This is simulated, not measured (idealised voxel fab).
Process module, titled voxel trench capacitor
Section cut is 255 nm wide and gridded with 5 nm square cells.
Cross-section format: a grid of square cells, given as bands from top to bottom; each band is one or more rows of cells.
Look at the band entry: it leads with the top's height and the bottom's height in nm. Then it lists the materials left to right, with a width in nm for each. The word "full width" on a single material says that material fills the band edge to edge. The word "blank" is empty space.
All heights in this document are referenced to 0, defined as the level beneath which the wafer, as received, consists entirely of one material. The lowest band is not bounded below; it extends indefinitely downward and is written in the form "from 0 down".
A two-number width, for instance "30 to 40", indicates that the width is equal to the first number in the top row of the band and to the second number in the bottom row, and that it changes by a constant amount per row of cells.
"nothing changed" means the step left every cell of the cross-section as it was.
"Closed cavities": sealed empty spaces, 8 cells or more, no open way to top, listed width x height at distance, with distance from the left edge and width, height and distance in nm.
Whatever follows a step's settings on its line is a remark the simulator itself makes about that step.
overlay nm: right-of-plan distance of the mask on a masked step; negative values mean left-of-plan.
## plan
step 1: RECEIVE (material Si)
step 2: CONFORMAL_DEP (material SiN; thk nm 10)
step 3: MASKED_ETCH (tone open; mask id TRENCH; width nm 25; pitch nm 50; etch materials SiN; depth nm 10; overlay nm 0)
step 4: MASKED_ETCH (tone open; mask id TRENCH; width nm 15; pitch nm 50; etch materials Si; depth nm 40; overlay nm 0)
step 5: CONFORMAL_DEP (material Al2O3; thk nm 5)
step 6: CONFORMAL_DEP (material TiN; thk nm 5)
step 7: FILL_DEP (material W; thk nm 5)
step 8: CMP (height nm 10)
The value of width nm given for step 4 in the plan refers to the first wafer; the wafers vary in this setting and are alike at the start.
## Here's the first of the wafers in cross-section, just as we got it, i.e. after step 1
> from 0 down  Si full width
> Closed cavities: none
## First of several wafers: cross-section at the end of the module, after step 8, its last step
> from 10 to 0  90 of SiN  5 to 10 of Al2O3  15 to 5 of TiN  5 to 10 of Al2O3  25 of SiN  5 to 10 of Al2O3  15 to 5 of TiN  5 to 10 of Al2O3  90 of SiN
> from 0 to -35  95 of Si  5 of Al2O3  5 of TiN  5 of Al2O3  35 of Si  5 of Al2O3  5 of TiN  5 of Al2O3  95 of Si
> from -35 to -40  95 of Si  15 of Al2O3  35 of Si  15 of Al2O3  95 of Si
> from -40 down  Si full width
> Closed cavities: none
## Here's the last wafer cross-sectioned at the end of the module
> from 10 to 0  90 of SiN  5 of Al2O3  5 of TiN  5 of W  5 of TiN  5 of Al2O3  25 of SiN  5 of Al2O3  5 of TiN  5 of W  5 of TiN  5 of Al2O3  90 of SiN
> from 0 to -30  90 of Si  5 of Al2O3  5 of TiN  5 of W  5 of TiN  5 of Al2O3  25 of Si  5 of Al2O3  5 of TiN  5 of W  5 of TiN  5 of Al2O3  90 of Si
> from -30 to -35  90 of Si  5 of Al2O3  15 of TiN  5 of Al2O3  25 of Si  5 of Al2O3  15 of TiN  5 of Al2O3  90 of Si
> from -35 to -40  90 of Si  25 of Al2O3  25 of Si  25 of Al2O3  90 of Si
> from -40 down  Si full width
> Closed cavities: none
## So in this table every wafer gets its own row, and what you see is where it stands at the end of the module: for each material, how many cells it picked up (+) or gave up (-) since we received it, and after that its closed voids
width nm 15; +46 Al2O3; -48 Si; +82 SiN; +22 TiN; Closed cavities: none
width nm 20; +46 Al2O3; -64 Si; +82 SiN; +38 TiN; Closed cavities: none
width nm 25; +46 Al2O3; -80 Si; +82 SiN; +38 TiN; +16 W; Closed cavities: none
width nm 30; +46 Al2O3; -80 Si; +82 SiN; +38 TiN; +16 W; Closed cavities: none
width nm 35; +46 Al2O3; -80 Si; +82 SiN; +38 TiN; +16 W; Closed cavities: none
